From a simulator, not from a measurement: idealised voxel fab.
Herein follows the process module entitled voxel air gaps.
Square cells of 5 nm make up the cross-section cut, whose width is 265 nm.
Each cross-section below is a grid of square cells, stated as bands in top-down order, with one or more rows of cells making up each band.
A band entry consists of two parts. The first gives the height of the band's top and the height of its bottom, in nm. The rest lists the band's materials from left to right, each with its width in nm. A single material labelled with the word "all across" fills the band from edge to edge, and the word "blank" marks empty space.
For the purposes of this specification, 0 denotes the height below which the wafer in its as-received condition is composed wholly of one material, and the lowermost band, lacking a lower limit, extends downward without end, as expressed in "0 and below".
With a width like "30..40", each row of cells in the band differs from the next by the same amount, the top row carrying the first number and the bottom row the second.
Reading "identical to before" for a step: not a cell of the cross-section changed in it.
The entry "Enclosed void listing" lists the empty spaces that cover at least 8 cells and have no open path to the top. Each is written as width x height at distance, where the distance is measured from the left edge and all three values are in nm.
Formally, on a step line, whatever follows the settings is a remark that the simulator itself makes on the step.
overlay nm: mask right of planned place by this much (step with mask). Neg. = left.
### Planned process steps
1) RECEIVE: material Si
2) CONFORMAL_DEP: material SiO2, thk nm 15
3) CONFORMAL_DEP: material SiN, thk nm 5
4) DIRECTIONAL_DEP: material SiO2, thk nm 40
5) DIRECTIONAL_DEP: material aC, thk nm 15
6) PATTERN: tone open, mask id LINES, material resist, width nm 15, pitch nm 40, thk nm 35, overlay nm 0
7) DIRECTIONAL_ETCH: etch materials aC, depth nm 15
8) STRIP: etch materials resist
9) DIRECTIONAL_ETCH: etch materials SiO2, depth nm 40
10) STRIP: etch materials aC
11) CONFORMAL_DEP: material TiN, thk nm 5
12) FILL_DEP: material W, thk nm 10
13) CMP: height nm 60
14) EPI: material Ru, thk nm 10
15) SELECTIVE_ETCH: etch materials SiO2, depth nm 50
16) CONFORMAL_DEP: material SiN, thk nm 5
### What follows covers the first of two wafers; it ran as planned
### Cross-section of the incoming wafer, state after step 1
    0 and below = Si all across
    Enclosed void listing: none
### So this is the wafer cross-section right after step 2
    15 down to 0 = SiO2 all across
    At heights below 0, the structure remains unaltered.
### So this is the wafer cross-section right after step 3
    20 down to 15 = SiN all across
    At heights below 15, the structure remains unaltered.
### So this is the wafer cross-section right after step 4
    60 down to 20 = SiO2 all across
    At heights below 20, the structure remains unaltered.
### So this is the wafer cross-section right after step 5
    75 down to 60 = aC all across
    At heights below 60, the structure remains unaltered.
### So this is the wafer cross-section right after step 6
    110 down to 75 = resist=85 / blank=15 / resist=25 / blank=15 / resist=25 / blank=15 / resist=85
    At heights below 75, the structure remains unaltered.
### So this is the wafer cross-section right after step 7
    95 down to 75 = resist=85 / blank=15 / resist=25 / blank=15 / resist=25 / blank=15 / resist=85
    75 down to 60 = aC=85 / blank=15 / aC=25 / blank=15 / aC=25 / blank=15 / aC=85
    At heights below 60, the structure remains unaltered.
### So this is the wafer cross-section right after step 8
    75 down to 60 = aC=85 / blank=15 / aC=25 / blank=15 / aC=25 / blank=15 / aC=85
    At heights below 60, the structure remains unaltered.
### So this is the wafer cross-section right after step 9
    75 down to 60 = aC=85 / blank=15 / aC=25 / blank=15 / aC=25 / blank=15 / aC=85
    60 down to 20 = SiO2=85 / blank=15 / SiO2=25 / blank=15 / SiO2=25 / blank=15 / SiO2=85
    At heights below 20, the structure remains unaltered.
### So this is the wafer cross-section right after step 10
    60 down to 20 = SiO2=85 / blank=15 / SiO2=25 / blank=15 / SiO2=25 / blank=15 / SiO2=85
    At heights below 20, the structure remains unaltered.
### So this is the wafer cross-section right after step 11
    65 down to 60 = TiN=90 / blank=5 / TiN=35 / blank=5 / TiN=35 / blank=5 / TiN=90
    60 down to 25 = SiO2=85 / TiN=5 / blank=5 / TiN=5 / SiO2=25 / TiN=5 / blank=5 / TiN=5 / SiO2=25 / TiN=5 / blank=5 / TiN=5 / SiO2=85
    25 down to 20 = SiO2=85 / TiN=15 / SiO2=25 / TiN=15 / SiO2=25 / TiN=15 / SiO2=85
    At heights below 20, the structure remains unaltered.
### So this is the wafer cross-section right after step 12
    75 down to 65 = W all across
    65 down to 60 = TiN=90 / W=5 / TiN=35 / W=5 / TiN=35 / W=5 / TiN=90
    60 down to 25 = SiO2=85 / TiN=5 / W=5 / TiN=5 / SiO2=25 / TiN=5 / W=5 / TiN=5 / SiO2=25 / TiN=5 / W=5 / TiN=5 / SiO2=85
    At heights below 25, the structure remains unaltered.
### So this is the wafer cross-section right after step 13
    60 down to 25 = SiO2=85 / TiN=5 / W=5 / TiN=5 / SiO2=25 / TiN=5 / W=5 / TiN=5 / SiO2=25 / TiN=5 / W=5 / TiN=5 / SiO2=85
    At heights below 25, the structure remains unaltered.
### So this is the wafer cross-section right after step 14
    70 down to 60 = blank=75 / Ru=35 / blank=5 / Ru=35 / blank=5 / Ru=35 / blank=75
    At heights below 60, the structure remains unaltered.
### So this is the wafer cross-section right after step 15
    70 down to 60 = blank=75 / Ru=35 / blank=5 / Ru=35 / blank=5 / Ru=35 / blank=75
    60 down to 25 = blank=85 / TiN=5 / W=5 / TiN=5 / blank=25 / TiN=5 / W=5 / TiN=5 / blank=25 / TiN=5 / W=5 / TiN=5 / blank=85
    25 down to 20 = blank=85 / TiN=15 / blank=25 / TiN=15 / blank=25 / TiN=15 / blank=85
    At heights below 20, the structure remains unaltered.
### So this is the wafer cross-section right after step 16
    75 down to 70 = blank=70 / SiN=125 / blank=70
    70 down to 60 = blank=70 / SiN=5 / Ru=35 / SiN=5 / Ru=35 / SiN=5 / Ru=35 / SiN=5 / blank=70
    60 down to 55 = blank=70 / SiN=15 / TiN=5 / W=5 / TiN=5 / SiN=25 / TiN=5 / W=5 / TiN=5 / SiN=25 / TiN=5 / W=5 / TiN=5 / SiN=15 / blank=70
    55 down to 25 = blank=80 / SiN=5 / TiN=5 / W=5 / TiN=5 / SiN=5 / blank=15 / SiN=5 / TiN=5 / W=5 / TiN=5 / SiN=5 / blank=15 / SiN=5 / TiN=5 / W=5 / TiN=5 / SiN=5 / blank=80
    25 down to 20 = SiN=85 / TiN=15 / SiN=25 / TiN=15 / SiN=25 / TiN=15 / SiN=85
    At heights below 20, the structure remains unaltered.
    Enclosed void listing: 15 x 30 at 105; 15 x 30 at 145
### Wafer two. Same start, same plan, one slip in execution. Same as wafer one through step 5, inclusive
### Cross-section of the second wafer at the time by which step 6 should have been completed according to the plan
    110 down to 75 = resist=85 / blank=20 / resist=20 / blank=20 / resist=20 / blank=20 / resist=80
    At heights below 75, the structure remains unaltered.
### Cross-section of the second wafer at the time by which step 7 should have been completed according to the plan
    95 down to 75 = resist=85 / blank=20 / resist=20 / blank=20 / resist=20 / blank=20 / resist=80
    75 down to 60 = aC=85 / blank=20 / aC=20 / blank=20 / aC=20 / blank=20 / aC=80
    At heights below 60, the structure remains unaltered.
### Cross-section of the second wafer at the time by which step 8 should have been completed according to the plan
    75 down to 60 = aC=85 / blank=20 / aC=20 / blank=20 / aC=20 / blank=20 / aC=80
    At heights below 60, the structure remains unaltered.
### Cross-section of the second wafer at the time by which step 9 should have been completed according to the plan
    75 down to 60 = aC=85 / blank=20 / aC=20 / blank=20 / aC=20 / blank=20 / aC=80
    60 down to 20 = SiO2=85 / blank=20 / SiO2=20 / blank=20 / SiO2=20 / blank=20 / SiO2=80
    At heights below 20, the structure remains unaltered.
### Cross-section of the second wafer at the time by which step 10 should have been completed according to the plan
    60 down to 20 = SiO2=85 / blank=20 / SiO2=20 / blank=20 / SiO2=20 / blank=20 / SiO2=80
    At heights below 20, the structure remains unaltered.
### Cross-section of the second wafer at the time by which step 11 should have been completed according to the plan
    65 down to 60 = TiN=90 / blank=10 / TiN=30 / blank=10 / TiN=30 / blank=10 / TiN=85
    60 down to 25 = SiO2=85 / TiN=5 / blank=10 / TiN=5 / SiO2=20 / TiN=5 / blank=10 / TiN=5 / SiO2=20 / TiN=5 / blank=10 / TiN=5 / SiO2=80
    25 down to 20 = SiO2=85 / TiN=20 / SiO2=20 / TiN=20 / SiO2=20 / TiN=20 / SiO2=80
    At heights below 20, the structure remains unaltered.
### Cross-section of the second wafer at the time by which step 12 should have been completed according to the plan
    75 down to 65 = W all across
    65 down to 60 = TiN=90 / W=10 / TiN=30 / W=10 / TiN=30 / W=10 / TiN=85
    60 down to 25 = SiO2=85 / TiN=5 / W=10 / TiN=5 / SiO2=20 / TiN=5 / W=10 / TiN=5 / SiO2=20 / TiN=5 / W=10 / TiN=5 / SiO2=80
    At heights below 25, the structure remains unaltered.
### Cross-section of the second wafer at the time by which step 13 should have been completed according to the plan
    60 down to 25 = SiO2=85 / TiN=5 / W=10 / TiN=5 / SiO2=20 / TiN=5 / W=10 / TiN=5 / SiO2=20 / TiN=5 / W=10 / TiN=5 / SiO2=80
    At heights below 25, the structure remains unaltered.
### Cross-section of the second wafer at the time by which step 14 should have been completed according to the plan
    70 down to 60 = blank=75 / Ru=120 / blank=70
    At heights below 60, the structure remains unaltered.
### Cross-section of the second wafer at the time by which step 15 should have been completed according to the plan
    70 down to 60 = blank=75 / Ru=120 / blank=70
    60 down to 25 = blank=85 / TiN=5 / W=10 / TiN=5 / SiO2=20 / TiN=5 / W=10 / TiN=5 / SiO2=20 / TiN=5 / W=10 / TiN=5 / blank=80
    25 down to 20 = blank=85 / TiN=20 / SiO2=20 / TiN=20 / SiO2=20 / TiN=20 / blank=80
    At heights below 20, the structure remains unaltered.
### Cross-section of the second wafer at the time by which step 16 should have been completed according to the plan
    75 down to 70 = blank=70 / SiN=130 / blank=65
    70 down to 60 = blank=70 / SiN=5 / Ru=120 / SiN=5 / blank=65
    60 down to 55 = blank=70 / SiN=15 / TiN=5 / W=10 / TiN=5 / SiO2=20 / TiN=5 / W=10 / TiN=5 / SiO2=20 / TiN=5 / W=10 / TiN=5 / SiN=15 / blank=65
    55 down to 25 = blank=80 / SiN=5 / TiN=5 / W=10 / TiN=5 / SiO2=20 / TiN=5 / W=10 / TiN=5 / SiO2=20 / TiN=5 / W=10 / TiN=5 / SiN=5 / blank=75
    25 down to 20 = SiN=85 / TiN=20 / SiO2=20 / TiN=20 / SiO2=20 / TiN=20 / SiN=80
    At heights below 20, the structure remains unaltered.
Against the plan, the run slipped here: contrary to plan, step 6 was performed as PATTERN: tone open, mask id LINES, material resist, width nm 20, pitch nm 40, thk nm 35, overlay nm 0
The final cell counts differ between the wafers, with the second having more or fewer of some materials than the first: Ru +6 | SiN -48 | SiO2 +64 | TiN +3 | W +21
Closed void count at end of process - first wafer: 2; second wafer: 0.
